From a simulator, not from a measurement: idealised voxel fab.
Presented below is a process module, voxel self aligned vias.
The cross-section on display is named cut; it measures 215 nm wide, and its cells are 5 nm squares.
Each cross-section below is a grid of square cells, stated as bands in top-down order, with one or more rows of cells making up each band.
Top, bottom (nm), then materials left to right with widths (nm); lone material tagged "everywhere" fills the whole band edge to edge; "air" = empty space.
It should be noted that heights are counted from 0, beneath which the wafer as supplied is of one material throughout, and that the lowest band possesses no lower boundary but continues downward, as written in "z 0 and below".
So if you see something like "30 to 40" for the width, read it as the top row of the band sitting at the first number and the bottom row at the second, with every row in between moving by the same amount as the last.
Where a step carries "remains unaltered", the cross-section came out of it unchanged, cell for cell.
Each empty space that has no open way to the top and spans at least 8 cells appears under "Closed void inventory" as width x height at distance, the distance counted from the left edge, all in nm.
If you see something after the settings on a step's line, that's the simulator's own remark about that step.
The "overlay nm" setting may appear on a step's line; for a step that uses a mask, it gives how far to the right of its planned position the mask lay, and a negative value indicates the left.
Each pair below shows a cross-section before one step and the cross-section after it, down to the lowest band that changed. The line under each pair gives the step between them, with its settings. The pairs can come from different runs of this module on the same starting wafer, so a pair continues from the pair above only where its "Incoming structure" says so.

### Incoming structure
> z 0 and below: Si everywhere
> Closed void inventory: none

### Sectional View, Post-Process
> z 10 to 0: SiO2 everywhere
> Unchanged below 0.
> Closed void inventory: none
Step sandwiched between the two cross-sections above: CONFORMAL_DEP | material SiO2 | thk nm 10

Incoming structure: The structure entering this step is exactly what the pair just above shows after its step.

### Sectional View, Post-Process
> z 15 to 10: SiCN everywhere
> Unchanged below 10.
> Closed void inventory: none
Step sandwiched between the two cross-sections above: CONFORMAL_DEP | material SiCN | thk nm 5

Incoming structure: The structure entering this step is exactly what the pair just above shows after its step.

### Sectional View, Post-Process
> z 35 to 15: SiO2 everywhere
> Unchanged below 15.
> Closed void inventory: none
Step sandwiched between the two cross-sections above: DIRECTIONAL_DEP | material SiO2 | thk nm 20

Incoming structure: The structure entering this step is exactly what the pair just above shows after its step.

### Sectional View, Post-Process
> z 35 to 15: SiO2 75 | air 20 | SiO2 25 | air 20 | SiO2 75
> Unchanged below 15.
> Closed void inventory: none
Step sandwiched between the two cross-sections above: MASKED_ETCH | tone open | mask id LINES | width nm 20 | pitch nm 45 | etch materials SiO2 | depth nm 20 | overlay nm 0

Incoming structure: The structure entering this step is exactly what the pair just above shows after its step.

### Sectional View, Post-Process
> z 40 to 35: TiN 80 | air 10 | TiN 35 | air 10 | TiN 80
> z 35 to 20: SiO2 75 | TiN 5 | air 10 | TiN 5 | SiO2 25 | TiN 5 | air 10 | TiN 5 | SiO2 75
> z 20 to 15: SiO2 75 | TiN 20 | SiO2 25 | TiN 20 | SiO2 75
> Unchanged below 15.
> Closed void inventory: none
Step sandwiched between the two cross-sections above: CONFORMAL_DEP | material TiN | thk nm 5

Incoming structure: The structure entering this step is exactly what the pair just above shows after its step.

### Sectional View, Post-Process
> z 50 to 40: Ru everywhere
> z 40 to 35: TiN 80 | Ru 10 | TiN 35 | Ru 10 | TiN 80
> z 35 to 20: SiO2 75 | TiN 5 | Ru 10 | TiN 5 | SiO2 25 | TiN 5 | Ru 10 | TiN 5 | SiO2 75
> Unchanged below 20.
> Closed void inventory: none
Step sandwiched between the two cross-sections above: FILL_DEP | material Ru | thk nm 10

Incoming structure: The structure entering this step is exactly what the pair just above shows after its step.

### Sectional View, Post-Process
> z 35 to 20: SiO2 75 | TiN 5 | Ru 10 | TiN 5 | SiO2 25 | TiN 5 | Ru 10 | TiN 5 | SiO2 75
> Unchanged below 20.
> Closed void inventory: none
Step sandwiched between the two cross-sections above: CMP | height nm 35

Incoming structure: The structure entering this step is exactly what the pair just above shows after its step.

### Sectional View, Post-Process
> z 35 to 30: SiO2 75 | air 20 | SiO2 25 | air 20 | SiO2 75
> Unchanged below 30.
> Closed void inventory: none
Step sandwiched between the two cross-sections above: SELECTIVE_ETCH | etch materials W Ru TiN | depth nm 5

Incoming structure: The structure entering this step is exactly what the pair just above shows after its step.

### Sectional View, Post-Process
> z 40 to 35: SiN everywhere
> z 35 to 30: SiO2 75 | SiN 20 | SiO2 25 | SiN 20 | SiO2 75
> Unchanged below 30.
> Closed void inventory: none
Step sandwiched between the two cross-sections above: FILL_DEP | material SiN | thk nm 5

Incoming structure: The structure entering this step is exactly what the pair just above shows after its step.

### Sectional View, Post-Process
> z 35 to 30: SiO2 75 | SiN 20 | SiO2 25 | SiN 20 | SiO2 75
> Unchanged below 30.
> Closed void inventory: none
Step sandwiched between the two cross-sections above: CMP | height nm 35

Incoming structure: The structure entering this step is exactly what the pair just above shows after its step.

### Sectional View, Post-Process
> z 50 to 35: SiO2 everywhere
> Unchanged below 35.
> Closed void inventory: none
Step sandwiched between the two cross-sections above: DIRECTIONAL_DEP | material SiO2 | thk nm 15

Incoming structure: The structure entering this step is exactly what the pair just above shows after its step.

### Sectional View, Post-Process
> z 65 to 50: aC everywhere
> Unchanged below 50.
> Closed void inventory: none
Step sandwiched between the two cross-sections above: DIRECTIONAL_DEP | material aC | thk nm 15

Incoming structure: The structure entering this step is exactly what the pair just above shows after its step.

### Sectional View, Post-Process
> z 100 to 65: resist 70 | air 30 | resist 115
> Unchanged below 65.
> Closed void inventory: none
Step sandwiched between the two cross-sections above: PATTERN | tone open | mask id VIAS | material resist | width nm 30 | thk nm 35 | overlay nm 0

Incoming structure: The structure entering this step is exactly what the pair just above shows after its step.

### Sectional View, Post-Process
> z 85 to 65: resist 70 | air 30 | resist 115
> z 65 to 50: aC 70 | air 30 | aC 115
> Unchanged below 50.
> Closed void inventory: none
Step sandwiched between the two cross-sections above: DIRECTIONAL_ETCH | etch materials aC | depth nm 15

Incoming structure: The structure entering this step is exactly what the pair just above shows after its step.

### Sectional View, Post-Process
> z 65 to 50: aC 70 | air 30 | aC 115
> Unchanged below 50.
> Closed void inventory: none
Step sandwiched between the two cross-sections above: STRIP | etch materials resist

Incoming structure: The structure entering this step is exactly what the pair just above shows after its step.

### Sectional View, Post-Process
> z 65 to 50: aC 70 | air 30 | aC 115
> z 50 to 35: SiO2 70 | air 30 | SiO2 115
> Unchanged below 35.
> Closed void inventory: none
Step sandwiched between the two cross-sections above: DIRECTIONAL_ETCH | etch materials SiO2 | depth nm 15

Incoming structure: The structure entering this step is exactly what the pair just above shows after its step.

### Sectional View, Post-Process
> z 65 to 50: aC 70 | air 30 | aC 115
> z 50 to 35: SiO2 70 | air 30 | SiO2 115
> z 35 to 30: SiO2 75 | air 20 | SiO2 25 | SiN 20 | SiO2 75
> Unchanged below 30.
> Closed void inventory: none
Step sandwiched between the two cross-sections above: DIRECTIONAL_ETCH | etch materials SiN | depth nm 5

Incoming structure: The structure entering this step is exactly what the pair just above shows after its step.

### Sectional View, Post-Process
> z 50 to 35: SiO2 70 | air 30 | SiO2 115
> Unchanged below 35.
> Closed void inventory: none
Step sandwiched between the two cross-sections above: STRIP | etch materials aC

Incoming structure: The structure entering this step is exactly what the pair just above shows after its step.

### Sectional View, Post-Process
> z 55 to 50: TiN 75 | air 20 | TiN 120
> z 50 to 40: SiO2 70 | TiN 5 | air 20 | TiN 5 | SiO2 115
> z 40 to 35: SiO2 70 | TiN 10 | air 10 | TiN 10 | SiO2 115
> z 35 to 30: SiO2 75 | TiN 20 | SiO2 25 | SiN 20 | SiO2 75
> Unchanged below 30.
> Closed void inventory: none
Step sandwiched between the two cross-sections above: CONFORMAL_DEP | material TiN | thk nm 5

Incoming structure: The structure entering this step is exactly what the pair just above shows after its step.

### Sectional View, Post-Process
> z 65 to 55: W everywhere
> z 55 to 50: TiN 75 | W 20 | TiN 120
> z 50 to 40: SiO2 70 | TiN 5 | W 20 | TiN 5 | SiO2 115
> z 40 to 35: SiO2 70 | TiN 10 | W 10 | TiN 10 | SiO2 115
> Unchanged below 35.
> Closed void inventory: none
Step sandwiched between the two cross-sections above: FILL_DEP | material W | thk nm 10

Incoming structure: The structure entering this step is exactly what the pair just above shows after its step.

### Sectional View, Post-Process
> z 50 to 40: SiO2 70 | TiN 5 | W 20 | TiN 5 | SiO2 115
> Unchanged below 40.
> Closed void inventory: none
Step sandwiched between the two cross-sections above: CMP | height nm 50

Incoming structure: The structure entering this step is exactly what the pair just above shows after its step.

### Sectional View, Post-Process
> z 55 to 50: SiN everywhere
> Unchanged below 50.
> Closed void inventory: none
Step sandwiched between the two cross-sections above: CONFORMAL_DEP | material SiN | thk nm 5

### Incoming structure
> z 10 to 0: SiO2 everywhere
> z 0 and below: Si everywhere
> Closed void inventory: none

### Sectional View, Post-Process
> z 30 to 0: SiO2 everywhere
> Unchanged below 0.
> Closed void inventory: none
Step sandwiched between the two cross-sections above: DIRECTIONAL_DEP | material SiO2 | thk nm 20

Incoming structure: The structure entering this step is exactly what the pair just above shows after its step.

### Sectional View, Post-Process
> z 30 to 10: SiO2 75 | air 20 | SiO2 25 | air 20 | SiO2 75
> Unchanged below 10.
> Closed void inventory: none
Step sandwiched between the two cross-sections above: MASKED_ETCH | tone open | mask id LINES | width nm 20 | pitch nm 45 | etch materials SiO2 | depth nm 20 | overlay nm 0

Incoming structure: The structure entering this step is exactly what the pair just above shows after its step.

### Sectional View, Post-Process
> z 35 to 30: TiN 80 | air 10 | TiN 35 | air 10 | TiN 80
> z 30 to 15: SiO2 75 | TiN 5 | air 10 | TiN 5 | SiO2 25 | TiN 5 | air 10 | TiN 5 | SiO2 75
> z 15 to 10: SiO2 75 | TiN 20 | SiO2 25 | TiN 20 | SiO2 75
> Unchanged below 10.
> Closed void inventory: none
Step sandwiched between the two cross-sections above: CONFORMAL_DEP | material TiN | thk nm 5

Incoming structure: The structure entering this step is exactly what the pair just above shows after its step.

### Sectional View, Post-Process
> z 45 to 35: Ru everywhere
> z 35 to 30: TiN 80 | Ru 10 | TiN 35 | Ru 10 | TiN 80
> z 30 to 15: SiO2 75 | TiN 5 | Ru 10 | TiN 5 | SiO2 25 | TiN 5 | Ru 10 | TiN 5 | SiO2 75
> Unchanged below 15.
> Closed void inventory: none
Step sandwiched between the two cross-sections above: FILL_DEP | material Ru | thk nm 10

Incoming structure: The structure entering this step is exactly what the pair just above shows after its step.

### Sectional View, Post-Process
> z 35 to 30: TiN 80 | Ru 10 | TiN 35 | Ru 10 | TiN 80
> Unchanged below 30.
> Closed void inventory: none
Step sandwiched between the two cross-sections above: CMP | height nm 35

Incoming structure: The structure entering this step is exactly what the pair just above shows after its step.

### Sectional View, Post-Process
> z 30 to 15: SiO2 75 | TiN 5 | Ru 10 | TiN 5 | SiO2 25 | TiN 5 | Ru 10 | TiN 5 | SiO2 75
> Unchanged below 15.
> Closed void inventory: none
Step sandwiched between the two cross-sections above: SELECTIVE_ETCH | etch materials W Ru TiN | depth nm 5

Incoming structure: The structure entering this step is exactly what the pair just above shows after its step.

### Sectional View, Post-Process
> z 35 to 30: SiN everywhere
> Unchanged below 30.
> Closed void inventory: none
Step sandwiched between the two cross-sections above: FILL_DEP | material SiN | thk nm 5

Incoming structure: The structure entering this step is exactly what the pair just above shows after its step.

### Sectional View, Post-Process
> z 50 to 35: SiO2 everywhere
> Unchanged below 35.
> Closed void inventory: none
Step sandwiched between the two cross-sections above: DIRECTIONAL_DEP | material SiO2 | thk nm 15

Incoming structure: The structure entering this step is exactly what the pair just above shows after its step.

### Sectional View, Post-Process
> z 65 to 50: aC everywhere
> Unchanged below 50.
> Closed void inventory: none
Step sandwiched between the two cross-sections above: DIRECTIONAL_DEP | material aC | thk nm 15

Incoming structure: The structure entering this step is exactly what the pair just above shows after its step.

### Sectional View, Post-Process
> z 100 to 65: resist 70 | air 30 | resist 115
> Unchanged below 65.
> Closed void inventory: none
Step sandwiched between the two cross-sections above: PATTERN | tone open | mask id VIAS | material resist | width nm 30 | thk nm 35 | overlay nm 0

Incoming structure: The structure entering this step is exactly what the pair just above shows after its step.

### Sectional View, Post-Process
> z 85 to 65: resist 70 | air 30 | resist 115
> z 65 to 50: aC 70 | air 30 | aC 115
> Unchanged below 50.
> Closed void inventory: none
Step sandwiched between the two cross-sections above: DIRECTIONAL_ETCH | etch materials aC | depth nm 15

Incoming structure: The structure entering this step is exactly what the pair just above shows after its step.

### Sectional View, Post-Process
> z 65 to 50: aC 70 | air 30 | aC 115
> Unchanged below 50.
> Closed void inventory: none
Step sandwiched between the two cross-sections above: STRIP | etch materials resist

Incoming structure: The structure entering this step is exactly what the pair just above shows after its step.

### Sectional View, Post-Process
> z 65 to 50: aC 70 | air 30 | aC 115
> z 50 to 35: SiO2 70 | air 30 | SiO2 115
> Unchanged below 35.
> Closed void inventory: none
Step sandwiched between the two cross-sections above: DIRECTIONAL_ETCH | etch materials SiO2 | depth nm 15

Incoming structure: The structure entering this step is exactly what the pair just above shows after its step.

### Sectional View, Post-Process
> z 65 to 50: aC 70 | air 30 | aC 115
> z 50 to 35: SiO2 70 | air 30 | SiO2 115
> z 35 to 30: SiN 70 | air 30 | SiN 115
> Unchanged below 30.
> Closed void inventory: none
Step sandwiched between the two cross-sections above: DIRECTIONAL_ETCH | etch materials SiN | depth nm 5

Incoming structure: The structure entering this step is exactly what the pair just above shows after its step.

### Sectional View, Post-Process
> z 50 to 35: SiO2 70 | air 30 | SiO2 115
> Unchanged below 35.
> Closed void inventory: none
Step sandwiched between the two cross-sections above: STRIP | etch materials aC

Incoming structure: The structure entering this step is exactly what the pair just above shows after its step.

### Sectional View, Post-Process
> z 55 to 50: TiN 75 | air 20 | TiN 120
> z 50 to 35: SiO2 70 | TiN 5 | air 20 | TiN 5 | SiO2 115
> z 35 to 30: SiN 70 | TiN 30 | SiN 115
> Unchanged below 30.
> Closed void inventory: none
Step sandwiched between the two cross-sections above: CONFORMAL_DEP | material TiN | thk nm 5

Incoming structure: The structure entering this step is exactly what the pair just above shows after its step.

### Sectional View, Post-Process
> z 65 to 55: W everywhere
> z 55 to 50: TiN 75 | W 20 | TiN 120
> z 50 to 35: SiO2 70 | TiN 5 | W 20 | TiN 5 | SiO2 115
> Unchanged below 35.
> Closed void inventory: none
Step sandwiched between the two cross-sections above: FILL_DEP | material W | thk nm 10

Incoming structure: The structure entering this step is exactly what the pair just above shows after its step.

### Sectional View, Post-Process
> z 50 to 35: SiO2 70 | TiN 5 | W 20 | TiN 5 | SiO2 115
> Unchanged below 35.
> Closed void inventory: none
Step sandwiched between the two cross-sections above: CMP | height nm 50

Incoming structure: The structure entering this step is exactly what the pair just above shows after its step.

### Sectional View, Post-Process
> z 55 to 50: SiN everywhere
> Unchanged below 50.
> Closed void inventory: none
Step sandwiched between the two cross-sections above: CONFORMAL_DEP | material SiN | thk nm 5

### Incoming structure
> z 65 to 50: aC 70 | air 30 | aC 115
> z 50 to 35: SiO2 70 | air 30 | SiO2 115
> z 35 to 30: SiO2 75 | SiN 20 | SiO2 25 | SiN 20 | SiO2 75
> z 30 to 20: SiO2 75 | TiN 5 | Ru 10 | TiN 5 | SiO2 25 | TiN 5 | Ru 10 | TiN 5 | SiO2 75
> z 20 to 15: SiO2 75 | TiN 20 | SiO2 25 | TiN 20 | SiO2 75
> z 15 to 10: SiCN everywhere
> z 10 to 0: SiO2 everywhere
> z 0 and below: Si everywhere
> Closed void inventory: none

### Sectional View, Post-Process
> z 65 to 50: aC 70 | air 30 | aC 115
> z 50 to 35: SiO2 70 | air 30 | SiO2 115
> z 35 to 30: SiO2 70 | air 5 | SiN 20 | air 5 | SiO2 20 | SiN 20 | SiO2 75
> z 30 to 20: SiO2 70 | air 5 | TiN 5 | Ru 10 | TiN 5 | air 5 | SiO2 20 | TiN 5 | Ru 10 | TiN 5 | SiO2 75
> Unchanged below 20.
> Closed void inventory: none
Step sandwiched between the two cross-sections above: DIRECTIONAL_ETCH | etch materials SiO2 | depth nm 15

Incoming structure: The structure entering this step is exactly what the pair just above shows after its step.

### Sectional View, Post-Process
> z 65 to 50: aC 70 | air 30 | aC 115
> z 50 to 35: SiO2 70 | air 30 | SiO2 115
> z 35 to 30: SiO2 70 | air 30 | SiO2 20 | SiN 20 | SiO2 75
> Unchanged below 30.
> Closed void inventory: none
Step sandwiched between the two cross-sections above: DIRECTIONAL_ETCH | etch materials SiN | depth nm 5

Incoming structure: The structure entering this step is exactly what the pair just above shows after its step.

### Sectional View, Post-Process
> z 50 to 35: SiO2 70 | air 30 | SiO2 115
> Unchanged below 35.
> Closed void inventory: none
Step sandwiched between the two cross-sections above: STRIP | etch materials aC

Incoming structure: The structure entering this step is exactly what the pair just above shows after its step.

### Sectional View, Post-Process
> z 55 to 50: TiN 75 | air 20 | TiN 120
> z 50 to 35: SiO2 70 | TiN 5 | air 20 | TiN 5 | SiO2 115
> z 35 to 30: SiO2 70 | TiN 30 | SiO2 20 | SiN 20 | SiO2 75
> z 30 to 20: SiO2 70 | TiN 10 | Ru 10 | TiN 10 | SiO2 20 | TiN 5 | Ru 10 | TiN 5 | SiO2 75
> Unchanged below 20.
> Closed void inventory: none
Step sandwiched between the two cross-sections above: CONFORMAL_DEP | material TiN | thk nm 5

Incoming structure: The structure entering this step is exactly what the pair just above shows after its step.

### Sectional View, Post-Process
> z 65 to 55: W everywhere
> z 55 to 50: TiN 75 | W 20 | TiN 120
> z 50 to 35: SiO2 70 | TiN 5 | W 20 | TiN 5 | SiO2 115
> Unchanged below 35.
> Closed void inventory: none
Step sandwiched between the two cross-sections above: FILL_DEP | material W | thk nm 10

Incoming structure: The structure entering this step is exactly what the pair just above shows after its step.

### Sectional View, Post-Process
> z 50 to 35: SiO2 70 | TiN 5 | W 20 | TiN 5 | SiO2 115
> Unchanged below 35.
> Closed void inventory: none
Step sandwiched between the two cross-sections above: CMP | height nm 50

Incoming structure: The structure entering this step is exactly what the pair just above shows after its step.

### Sectional View, Post-Process
> z 55 to 50: SiN everywhere
> Unchanged below 50.
> Closed void inventory: none
Step sandwiched between the two cross-sections above: CONFORMAL_DEP | material SiN | thk nm 5

### Incoming structure
> z 0 and below: Si everywhere
> Closed void inventory: none

### Sectional View, Post-Process
> z 5 to 0: SiCN everywhere
> Unchanged below 0.
> Closed void inventory: none
Step sandwiched between the two cross-sections above: CONFORMAL_DEP | material SiCN | thk nm 5

Incoming structure: The structure entering this step is exactly what the pair just above shows after its step.

### Sectional View, Post-Process
> z 15 to 5: SiO2 everywhere
> Unchanged below 5.
> Closed void inventory: none
Step sandwiched between the two cross-sections above: CONFORMAL_DEP | material SiO2 | thk nm 10

Incoming structure: The structure entering this step is exactly what the pair just above shows after its step.

### Sectional View, Post-Process
> z 35 to 5: SiO2 everywhere
> Unchanged below 5.
> Closed void inventory: none
Step sandwiched between the two cross-sections above: DIRECTIONAL_DEP | material SiO2 | thk nm 20

Incoming structure: The structure entering this step is exactly what the pair just above shows after its step.

### Sectional View, Post-Process
> z 35 to 15: SiO2 75 | air 20 | SiO2 25 | air 20 | SiO2 75
> Unchanged below 15.
> Closed void inventory: none
Step sandwiched between the two cross-sections above: MASKED_ETCH | tone open | mask id LINES | width nm 20 | pitch nm 45 | etch materials SiO2 | depth nm 20 | overlay nm 0

Incoming structure: The structure entering this step is exactly what the pair just above shows after its step.

### Sectional View, Post-Process
> z 40 to 35: TiN 80 | air 10 | TiN 35 | air 10 | TiN 80
> z 35 to 20: SiO2 75 | TiN 5 | air 10 | TiN 5 | SiO2 25 | TiN 5 | air 10 | TiN 5 | SiO2 75
> z 20 to 15: SiO2 75 | TiN 20 | SiO2 25 | TiN 20 | SiO2 75
> Unchanged below 15.
> Closed void inventory: none
Step sandwiched between the two cross-sections above: CONFORMAL_DEP | material TiN | thk nm 5

Incoming structure: The structure entering this step is exactly what the pair just above shows after its step.

### Sectional View, Post-Process
> z 50 to 40: Ru everywhere
> z 40 to 35: TiN 80 | Ru 10 | TiN 35 | Ru 10 | TiN 80
> z 35 to 20: SiO2 75 | TiN 5 | Ru 10 | TiN 5 | SiO2 25 | TiN 5 | Ru 10 | TiN 5 | SiO2 75
> Unchanged below 20.
> Closed void inventory: none
Step sandwiched between the two cross-sections above: FILL_DEP | material Ru | thk nm 10

Incoming structure: The structure entering this step is exactly what the pair just above shows after its step.

### Sectional View, Post-Process
> z 35 to 20: SiO2 75 | TiN 5 | Ru 10 | TiN 5 | SiO2 25 | TiN 5 | Ru 10 | TiN 5 | SiO2 75
> Unchanged below 20.
> Closed void inventory: none
Step sandwiched between the two cross-sections above: CMP | height nm 35

Incoming structure: The structure entering this step is exactly what the pair just above shows after its step.

### Sectional View, Post-Process
> z 35 to 30: SiO2 75 | air 20 | SiO2 25 | air 20 | SiO2 75
> Unchanged below 30.
> Closed void inventory: none
Step sandwiched between the two cross-sections above: SELECTIVE_ETCH | etch materials W Ru TiN | depth nm 5

Incoming structure: The structure entering this step is exactly what the pair just above shows after its step.

### Sectional View, Post-Process
> z 40 to 35: SiN everywhere
> z 35 to 30: SiO2 75 | SiN 20 | SiO2 25 | SiN 20 | SiO2 75
> Unchanged below 30.
> Closed void inventory: none
Step sandwiched between the two cross-sections above: FILL_DEP | material SiN | thk nm 5

Incoming structure: The structure entering this step is exactly what the pair just above shows after its step.

### Sectional View, Post-Process
> z 35 to 30: SiO2 75 | SiN 20 | SiO2 25 | SiN 20 | SiO2 75
> Unchanged below 30.
> Closed void inventory: none
Step sandwiched between the two cross-sections above: CMP | height nm 35

Incoming structure: The structure entering this step is exactly what the pair just above shows after its step.

### Sectional View, Post-Process
> z 50 to 35: SiO2 everywhere
> Unchanged below 35.
> Closed void inventory: none
Step sandwiched between the two cross-sections above: DIRECTIONAL_DEP | material SiO2 | thk nm 15

Incoming structure: The structure entering this step is exactly what the pair just above shows after its step.

### Sectional View, Post-Process
> z 65 to 50: aC everywhere
> Unchanged below 50.
> Closed void inventory: none
Step sandwiched between the two cross-sections above: DIRECTIONAL_DEP | material aC | thk nm 15

Incoming structure: The structure entering this step is exactly what the pair just above shows after its step.

### Sectional View, Post-Process
> z 100 to 65: resist 70 | air 30 | resist 115
> Unchanged below 65.
> Closed void inventory: none
Step sandwiched between the two cross-sections above: PATTERN | tone open | mask id VIAS | material resist | width nm 30 | thk nm 35 | overlay nm 0

Incoming structure: The structure entering this step is exactly what the pair just above shows after its step.

### Sectional View, Post-Process
> z 85 to 65: resist 70 | air 30 | resist 115
> z 65 to 50: aC 70 | air 30 | aC 115
> Unchanged below 50.
> Closed void inventory: none
Step sandwiched between the two cross-sections above: DIRECTIONAL_ETCH | etch materials aC | depth nm 15

Incoming structure: The structure entering this step is exactly what the pair just above shows after its step.

### Sectional View, Post-Process
> z 65 to 50: aC 70 | air 30 | aC 115
> Unchanged below 50.
> Closed void inventory: none
Step sandwiched between the two cross-sections above: STRIP | etch materials resist

Incoming structure: The structure entering this step is exactly what the pair just above shows after its step.

### Sectional View, Post-Process
> z 65 to 50: aC 70 | air 30 | aC 115
> z 50 to 35: SiO2 70 | air 30 | SiO2 115
> Unchanged below 35.
> Closed void inventory: none
Step sandwiched between the two cross-sections above: DIRECTIONAL_ETCH | etch materials SiO2 | depth nm 15

Incoming structure: The structure entering this step is exactly what the pair just above shows after its step.

### Sectional View, Post-Process
> z 65 to 50: aC 70 | air 30 | aC 115
> z 50 to 35: SiO2 70 | air 30 | SiO2 115
> z 35 to 30: SiO2 75 | air 20 | SiO2 25 | SiN 20 | SiO2 75
> Unchanged below 30.
> Closed void inventory: none
Step sandwiched between the two cross-sections above: DIRECTIONAL_ETCH | etch materials SiN | depth nm 5

Incoming structure: The structure entering this step is exactly what the pair just above shows after its step.

### Sectional View, Post-Process
> z 50 to 35: SiO2 70 | air 30 | SiO2 115
> Unchanged below 35.
> Closed void inventory: none
Step sandwiched between the two cross-sections above: STRIP | etch materials aC

Incoming structure: The structure entering this step is exactly what the pair just above shows after its step.

### Sectional View, Post-Process
> z 55 to 50: TiN 75 | air 20 | TiN 120
> z 50 to 40: SiO2 70 | TiN 5 | air 20 | TiN 5 | SiO2 115
> z 40 to 35: SiO2 70 | TiN 10 | air 10 | TiN 10 | SiO2 115
> z 35 to 30: SiO2 75 | TiN 20 | SiO2 25 | SiN 20 | SiO2 75
> Unchanged below 30.
> Closed void inventory: none
Step sandwiched between the two cross-sections above: CONFORMAL_DEP | material TiN | thk nm 5

Incoming structure: The structure entering this step is exactly what the pair just above shows after its step.

### Sectional View, Post-Process
> z 65 to 55: W everywhere
> z 55 to 50: TiN 75 | W 20 | TiN 120
> z 50 to 40: SiO2 70 | TiN 5 | W 20 | TiN 5 | SiO2 115
> z 40 to 35: SiO2 70 | TiN 10 | W 10 | TiN 10 | SiO2 115
> Unchanged below 35.
> Closed void inventory: none
Step sandwiched between the two cross-sections above: FILL_DEP | material W | thk nm 10

Incoming structure: The structure entering this step is exactly what the pair just above shows after its step.

### Sectional View, Post-Process
> z 50 to 40: SiO2 70 | TiN 5 | W 20 | TiN 5 | SiO2 115
> Unchanged below 40.
> Closed void inventory: none
Step sandwiched between the two cross-sections above: CMP | height nm 50

Incoming structure: The structure entering this step is exactly what the pair just above shows after its step.

### Sectional View, Post-Process
> z 55 to 50: SiN everywhere
> Unchanged below 50.
> Closed void inventory: none
Step sandwiched between the two cross-sections above: CONFORMAL_DEP | material SiN | thk nm 5

### Incoming structure
> z 65 to 50: aC 70 | air 30 | aC 115
> z 50 to 35: SiO2 everywhere
> z 35 to 30: SiO2 75 | SiN 20 | SiO2 25 | SiN 20 | SiO2 75
> z 30 to 20: SiO2 75 | TiN 5 | Ru 10 | TiN 5 | SiO2 25 | TiN 5 | Ru 10 | TiN 5 | SiO2 75
> z 20 to 15: SiO2 75 | TiN 20 | SiO2 25 | TiN 20 | SiO2 75
> z 15 to 10: SiCN everywhere
> z 10 to 0: SiO2 everywhere
> z 0 and below: Si everywhere
> Closed void inventory: none

### Sectional View, Post-Process
> z 65 to 50: aC 70 | air 30 | aC 115
> z 50 to 35: SiO2 70 | air 30 | SiO2 115
> z 35 to 30: SiO2 70 | air 5 | SiN 20 | air 5 | SiO2 20 | SiN 20 | SiO2 75
> Unchanged below 30.
> Closed void inventory: none
Step sandwiched between the two cross-sections above: DIRECTIONAL_ETCH | etch materials SiO2 | depth nm 20

Incoming structure: The structure entering this step is exactly what the pair just above shows after its step.

### Sectional View, Post-Process
> z 65 to 50: aC 70 | air 30 | aC 115
> z 50 to 35: SiO2 70 | air 30 | SiO2 115
> z 35 to 30: SiO2 70 | air 30 | SiO2 20 | SiN 20 | SiO2 75
> Unchanged below 30.
> Closed void inventory: none
Step sandwiched between the two cross-sections above: DIRECTIONAL_ETCH | etch materials SiN | depth nm 5

Incoming structure: The structure entering this step is exactly what the pair just above shows after its step.

### Sectional View, Post-Process
> z 50 to 35: SiO2 70 | air 30 | SiO2 115
> Unchanged below 35.
> Closed void inventory: none
Step sandwiched between the two cross-sections above: STRIP | etch materials aC

Incoming structure: The structure entering this step is exactly what the pair just above shows after its step.

### Sectional View, Post-Process
> z 55 to 50: TiN 75 | air 20 | TiN 120
> z 50 to 35: SiO2 70 | TiN 5 | air 20 | TiN 5 | SiO2 115
> z 35 to 30: SiO2 70 | TiN 30 | SiO2 20 | SiN 20 | SiO2 75
> Unchanged below 30.
> Closed void inventory: none
Step sandwiched between the two cross-sections above: CONFORMAL_DEP | material TiN | thk nm 5

Incoming structure: The structure entering this step is exactly what the pair just above shows after its step.

### Sectional View, Post-Process
> z 65 to 55: W everywhere
> z 55 to 50: TiN 75 | W 20 | TiN 120
> z 50 to 35: SiO2 70 | TiN 5 | W 20 | TiN 5 | SiO2 115
> Unchanged below 35.
> Closed void inventory: none
Step sandwiched between the two cross-sections above: FILL_DEP | material W | thk nm 10

Incoming structure: The structure entering this step is exactly what the pair just above shows after its step.

### Sectional View, Post-Process
> z 50 to 35: SiO2 70 | TiN 5 | W 20 | TiN 5 | SiO2 115
> Unchanged below 35.
> Closed void inventory: none
Step sandwiched between the two cross-sections above: CMP | height nm 50

Incoming structure: The structure entering this step is exactly what the pair just above shows after its step.

### Sectional View, Post-Process
> z 55 to 50: SiN everywhere
> Unchanged below 50.
> Closed void inventory: none
Step sandwiched between the two cross-sections above: CONFORMAL_DEP | material SiN | thk nm 5

### Incoming structure
> z 65 to 50: aC everywhere
> z 50 to 35: SiO2 everywhere
> z 35 to 30: SiO2 75 | SiN 20 | SiO2 25 | SiN 20 | SiO2 75
> z 30 to 20: SiO2 75 | TiN 5 | Ru 10 | TiN 5 | SiO2 25 | TiN 5 | Ru 10 | TiN 5 | SiO2 75
> z 20 to 15: SiO2 75 | TiN 20 | SiO2 25 | TiN 20 | SiO2 75
> z 15 to 10: SiCN everywhere
> z 10 to 0: SiO2 everywhere
> z 0 and below: Si everywhere
> Closed void inventory: none

### Sectional View, Post-Process
> z 100 to 65: resist 75 | air 20 | resist 120
> Unchanged below 65.
> Closed void inventory: none
Step sandwiched between the two cross-sections above: PATTERN | tone open | mask id VIAS | material resist | width nm 20 | thk nm 35 | overlay nm 0

Incoming structure: The structure entering this step is exactly what the pair just above shows after its step.

### Sectional View, Post-Process
> z 85 to 65: resist 75 | air 20 | resist 120
> z 65 to 50: aC 75 | air 20 | aC 120
> Unchanged below 50.
> Closed void inventory: none
Step sandwiched between the two cross-sections above: DIRECTIONAL_ETCH | etch materials aC | depth nm 15

Incoming structure: The structure entering this step is exactly what the pair just above shows after its step.

### Sectional View, Post-Process
> z 65 to 50: aC 75 | air 20 | aC 120
> Unchanged below 50.
> Closed void inventory: none
Step sandwiched between the two cross-sections above: STRIP | etch materials resist

Incoming structure: The structure entering this step is exactly what the pair just above shows after its step.

### Sectional View, Post-Process
> z 65 to 50: aC 75 | air 20 | aC 120
> z 50 to 35: SiO2 75 | air 20 | SiO2 120
> Unchanged below 35.
> Closed void inventory: none
Step sandwiched between the two cross-sections above: DIRECTIONAL_ETCH | etch materials SiO2 | depth nm 15

Incoming structure: The structure entering this step is exactly what the pair just above shows after its step.

### Sectional View, Post-Process
> z 65 to 50: aC 75 | air 20 | aC 120
> z 50 to 35: SiO2 75 | air 20 | SiO2 120
> z 35 to 30: SiO2 75 | air 20 | SiO2 25 | SiN 20 | SiO2 75
> Unchanged below 30.
> Closed void inventory: none
Step sandwiched between the two cross-sections above: DIRECTIONAL_ETCH | etch materials SiN | depth nm 5
